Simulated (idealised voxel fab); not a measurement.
process module | voxel tone inversion
cross-section cut | 270 nm wide | cells 5 nm
A cross-section is a grid of square cells, given in bands from the top down. A band is one or more rows of cells.
Each band's line starts with the height of the band's top and of its bottom, in nm. Then come its materials from left to right, each with its width in nm. One material with "throughout" fills the band from edge to edge. "air" is empty space.
Height 0 is the level under which the wafer as received is all one material. The lowest band goes on downwards, as in "0 down".
A width such as "30 to 40" changes by the same amount from each row of cells to the next, from the band's top row to its bottom row.
"no change" after a step means that no cell of the cross-section changed.
closed voids: empty space of 8 cells or more with no open way to the top, each as width x height at its distance from the left edge, in nm
after a step's settings: what the simulator itself notes on the step
overlay nm, on a step with a mask: how far to the right of its planned place the mask lay; to the left if negative
plan
1 op RECEIVE | material Si
2 op CONFORMAL_DEP | material SiCN | thk nm 10
3 op DIRECTIONAL_DEP | material polySi | thk nm 15
4 op PATTERN | tone cover | mask id POSTS | material resist | width nm 15 | pitch nm 35 | thk nm 25 | overlay nm 0
5 op DIRECTIONAL_ETCH | etch materials polySi | depth nm 15
6 op STRIP | etch materials resist
7 op FILL_DEP | material lowk | thk nm 10
8 op CMP | height nm 25
9 op STRIP | etch materials polySi
10 op CONFORMAL_DEP | material TiN | thk nm 5
11 op FILL_DEP | material Ru | thk nm 5
12 op CMP | height nm 25
13 op CONFORMAL_DEP | material SiCN | thk nm 5
as received, after step 1
  0 down: Si throughout
  closed voids: none
first wafer at the end, as planned
  30 to 25: SiCN throughout
  25 to 15: lowk 90 | TiN 5 | Ru 5 | TiN 5 | lowk 20 | TiN 5 | Ru 5 | TiN 5 | lowk 20 | TiN 5 | Ru 5 | TiN 5 | lowk 95
  15 to 10: lowk 90 | TiN 15 | lowk 20 | TiN 15 | lowk 20 | TiN 15 | lowk 95
  10 to 0: SiCN throughout
  0 down: Si throughout
  closed voids: none
second wafer at the end: like start, like plan, one mistake
  30 to 25: SiCN throughout
  25 to 20: lowk throughout
  20 to 10: lowk 90 | polySi 15 | lowk 20 | polySi 15 | lowk 20 | polySi 15 | lowk 95
  10 to 0: SiCN throughout
  0 down: Si throughout
  closed voids: none
what went wrong: step 3 ran as: op DIRECTIONAL_DEP | material polySi | thk nm 10
at the end the second wafer has, in cells: 6 fewer of Ru | 21 fewer of TiN | 9 more of lowk | 18 more of polySi
